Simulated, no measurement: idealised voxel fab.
process module | voxel tone inversion
cross-section cut | 240 nm wide | cells 5 nm
A cross-section is a grid of square cells, given in bands from the top down. A band is one or more rows of cells.
Each band's line starts with the height of the band's top and of its bottom, in nm. Then come its materials from left to right, each with its width in nm. One material with "throughout" fills the band from edge to edge. "air" is empty space.
Height 0 is the level under which the wafer as received is all one material. The lowest band goes on downwards, as in "0 down".
A width such as "30 to 40" changes by the same amount from each row of cells to the next, from the band's top row to its bottom row.
"no change" after a step means that no cell of the cross-section changed.
closed voids: empty space of 8 cells or more with no open way to the top, each as width x height at its distance from the left edge, in nm
after a step's settings: what the simulator itself notes on the step
overlay nm, on a step with a mask: how far to the right of its planned place the mask lay; to the left if negative
plan
1 op RECEIVE | material Si
2 op CONFORMAL_DEP | material SiN | thk nm 10
3 op DIRECTIONAL_DEP | material aC | thk nm 25
4 op PATTERN | tone cover | mask id POSTS | material resist | width nm 20 | pitch nm 50 | thk nm 35 | overlay nm 0
5 op DIRECTIONAL_ETCH | etch materials aC | depth nm 25
6 op STRIP | etch materials resist
7 op FILL_DEP | material lowk | thk nm 5
8 op CMP | height nm 35
9 op STRIP | etch materials aC
10 op CONFORMAL_DEP | material TiN | thk nm 5
11 op FILL_DEP | material Ru | thk nm 10
12 op CMP | height nm 35
13 op CONFORMAL_DEP | material SiN | thk nm 5
first wafer, as planned
as received, after step 1
  0 down: Si throughout
  closed voids: none
after step 2
  10 to 0: SiN throughout
  below 0: unchanged
after step 3
  35 to 10: aC throughout
  below 10: unchanged
after step 4
  70 to 35: air 35 | resist 20 | air 30 | resist 20 | air 30 | resist 20 | air 30 | resist 20 | air 35
  below 35: unchanged
after step 5
  45 to 35: air 35 | resist 20 | air 30 | resist 20 | air 30 | resist 20 | air 30 | resist 20 | air 35
  35 to 10: air 35 | aC 20 | air 30 | aC 20 | air 30 | aC 20 | air 30 | aC 20 | air 35
  below 10: unchanged
after step 6
  35 to 10: air 35 | aC 20 | air 30 | aC 20 | air 30 | aC 20 | air 30 | aC 20 | air 35
  below 10: unchanged
after step 7
  40 to 35: lowk throughout
  35 to 10: lowk 35 | aC 20 | lowk 30 | aC 20 | lowk 30 | aC 20 | lowk 30 | aC 20 | lowk 35
  below 10: unchanged
after step 8
  35 to 10: lowk 35 | aC 20 | lowk 30 | aC 20 | lowk 30 | aC 20 | lowk 30 | aC 20 | lowk 35
  below 10: unchanged
after step 9
  35 to 10: lowk 35 | air 20 | lowk 30 | air 20 | lowk 30 | air 20 | lowk 30 | air 20 | lowk 35
  below 10: unchanged
after step 10
  40 to 35: TiN 40 | air 10 | TiN 40 | air 10 | TiN 40 | air 10 | TiN 40 | air 10 | TiN 40
  35 to 15: lowk 35 | TiN 5 | air 10 | TiN 5 | lowk 30 | TiN 5 | air 10 | TiN 5 | lowk 30 | TiN 5 | air 10 | TiN 5 | lowk 30 | TiN 5 | air 10 | TiN 5 | lowk 35
  15 to 10: lowk 35 | TiN 20 | lowk 30 | TiN 20 | lowk 30 | TiN 20 | lowk 30 | TiN 20 | lowk 35
  below 10: unchanged
after step 11
  50 to 40: Ru throughout
  40 to 35: TiN 40 | Ru 10 | TiN 40 | Ru 10 | TiN 40 | Ru 10 | TiN 40 | Ru 10 | TiN 40
  35 to 15: lowk 35 | TiN 5 | Ru 10 | TiN 5 | lowk 30 | TiN 5 | Ru 10 | TiN 5 | lowk 30 | TiN 5 | Ru 10 | TiN 5 | lowk 30 | TiN 5 | Ru 10 | TiN 5 | lowk 35
  below 15: unchanged
after step 12
  35 to 15: lowk 35 | TiN 5 | Ru 10 | TiN 5 | lowk 30 | TiN 5 | Ru 10 | TiN 5 | lowk 30 | TiN 5 | Ru 10 | TiN 5 | lowk 30 | TiN 5 | Ru 10 | TiN 5 | lowk 35
  below 15: unchanged
after step 13
  40 to 35: SiN throughout
  below 35: unchanged
second wafer: like start, like plan, one mistake. Through step 11 it matches the first wafer
when step 12 should have ended: no change
when step 13 should have ended
  55 to 50: SiN throughout
  below 50: unchanged
what went wrong: step 12 was left out
at the end the second wafer has, in cells: 104 more of Ru | 40 more of TiN
